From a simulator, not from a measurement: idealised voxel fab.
process module | voxel self aligned contacts
cross-section cut | 300 nm wide | cells 5 nm
A cross-section is a grid of square cells, given in bands from the top down. A band is one or more rows of cells.
Each band's line starts with the height of the band's top and of its bottom, in nm. Then come its materials from left to right, each with its width in nm. One material with "throughout" fills the band from edge to edge. "air" is empty space.
Height 0 is the level under which the wafer as received is all one material. The lowest band goes on downwards, as in "0 down".
A width such as "30 to 40" changes by the same amount from each row of cells to the next, from the band's top row to its bottom row.
"no change" after a step means that no cell of the cross-section changed.
closed voids: empty space of 8 cells or more with no open way to the top, each as width x height at its distance from the left edge, in nm
after a step's settings: what the simulator itself notes on the step
overlay nm, on a step with a mask: how far to the right of its planned place the mask lay; to the left if negative
plan
1 op RECEIVE | material Si
2 op OXIDIZE | depth nm 5
3 op DIRECTIONAL_DEP | material polySi | thk nm 20
4 op DIRECTIONAL_DEP | material SiN | thk nm 15
5 op MASKED_ETCH | tone cover | mask id GATE | width nm 25 | pitch nm 60 | etch materials SiN | depth nm 15 | overlay nm 0
6 op MASKED_ETCH | tone cover | mask id GATE | width nm 25 | pitch nm 60 | etch materials polySi | depth nm 20 | overlay nm -15
7 op CONFORMAL_DEP | material SiN | thk nm 5
8 op DIRECTIONAL_ETCH | etch materials SiN | depth nm 5
9 op FILL_DEP | material SiO2 | thk nm 15
10 op CMP | height nm 40
11 op DIRECTIONAL_DEP | material aC | thk nm 10
12 op PATTERN | tone open | mask id CONTACT | material resist | width nm 45 | thk nm 30 | overlay nm 0
13 op DIRECTIONAL_ETCH | etch materials aC | depth nm 10
14 op STRIP | etch materials resist
15 op DIRECTIONAL_ETCH | etch materials SiO2 | depth nm 45
16 op STRIP | etch materials aC
17 op CONFORMAL_DEP | material TiN | thk nm 5
18 op FILL_DEP | material Ru | thk nm 5
19 op CMP | height nm 40
20 op CONFORMAL_DEP | material SiN | thk nm 5
varied across the wafers: overlay nm of step 6. The plan shows the first wafer's value. All wafers start alike
first wafer as received, after step 1
  0 down: Si throughout
  closed voids: none
each wafer at the end: cells of each material gained (+) or lost (-) since it was received, then its closed voids
overlay nm -15 | +9 Ru | -60 Si | +118 SiN | +384 SiO2 | +25 TiN | +64 polySi | closed voids: none
overlay nm -10 | +14 Ru | -60 Si | +118 SiN | +387 SiO2 | +25 TiN | +56 polySi | closed voids: none
overlay nm -5 | +19 Ru | -60 Si | +118 SiN | +390 SiO2 | +25 TiN | +48 polySi | closed voids: none
overlay nm 0 | +24 Ru | -60 Si | +118 SiN | +393 SiO2 | +25 TiN | +40 polySi | closed voids: none
overlay nm 5 | +19 Ru | -60 Si | +118 SiN | +390 SiO2 | +25 TiN | +48 polySi | closed voids: none
overlay nm 10 | +14 Ru | -60 Si | +118 SiN | +387 SiO2 | +25 TiN | +56 polySi | closed voids: none
overlay nm 15 | +9 Ru | -60 Si | +118 SiN | +384 SiO2 | +25 TiN | +64 polySi | closed voids: none
